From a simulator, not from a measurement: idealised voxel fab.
process module | voxel spacer lines
cross-section cut | 195 nm wide | cells 5 nm
A cross-section is a grid of square cells, given in bands from the top down. A band is one or more rows of cells.
Each band's line starts with the height of the band's top and of its bottom, in nm. Then come its materials from left to right, each with its width in nm. One material with "throughout" fills the band from edge to edge. "air" is empty space.
Height 0 is the level under which the wafer as received is all one material. The lowest band goes on downwards, as in "0 down".
A width such as "30 to 40" changes by the same amount from each row of cells to the next, from the band's top row to its bottom row.
"no change" after a step means that no cell of the cross-section changed.
closed voids: empty space of 8 cells or more with no open way to the top, each as width x height at its distance from the left edge, in nm
after a step's settings: what the simulator itself notes on the step
overlay nm, on a step with a mask: how far to the right of its planned place the mask lay; to the left if negative
plan
1 op RECEIVE | material Si
2 op CONFORMAL_DEP | material SiO2 | thk nm 10
3 op DIRECTIONAL_DEP | material polySi | thk nm 10
4 op DIRECTIONAL_DEP | material aC | thk nm 30
5 op PATTERN | tone cover | mask id MANDREL | material resist | width nm 25 | pitch nm 70 | thk nm 35 | overlay nm 0
6 op DIRECTIONAL_ETCH | etch materials aC | depth nm 30
7 op STRIP | etch materials resist
8 op CONFORMAL_DEP | material SiN | thk nm 10
9 op DIRECTIONAL_ETCH | etch materials SiN | depth nm 10
10 op STRIP | etch materials aC
11 op DIRECTIONAL_ETCH | etch materials polySi | depth nm 5
12 op STRIP | etch materials SiN
varied across the wafers: depth nm of step 11. The plan shows the first wafer's value. All wafers start alike
first wafer as received, after step 1
  0 down: Si throughout
  closed voids: none
first wafer at the end, after step 12
  20 to 15: air 5 | polySi 10 | air 25 | polySi 10 | air 25 | polySi 10 | air 25 | polySi 10 | air 25 | polySi 10 | air 25 | polySi 10 | air 5
  15 to 10: polySi throughout
  10 to 0: SiO2 throughout
  0 down: Si throughout
  closed voids: none
last wafer at the end
  20 to 10: air 5 | polySi 10 | air 25 | polySi 10 | air 25 | polySi 10 | air 25 | polySi 10 | air 25 | polySi 10 | air 25 | polySi 10 | air 5
  10 to 0: SiO2 throughout
  0 down: Si throughout
  closed voids: none
each wafer at the end: cells of each material gained (+) or lost (-) since it was received, then its closed voids
depth nm 5 | +78 SiO2 | +51 polySi | closed voids: none
depth nm 10 | +78 SiO2 | +24 polySi | closed voids: none
depth nm 15 | +78 SiO2 | +24 polySi | closed voids: none
depth nm 20 | +78 SiO2 | +24 polySi | closed voids: none
depth nm 25 | +78 SiO2 | +24 polySi | closed voids: none
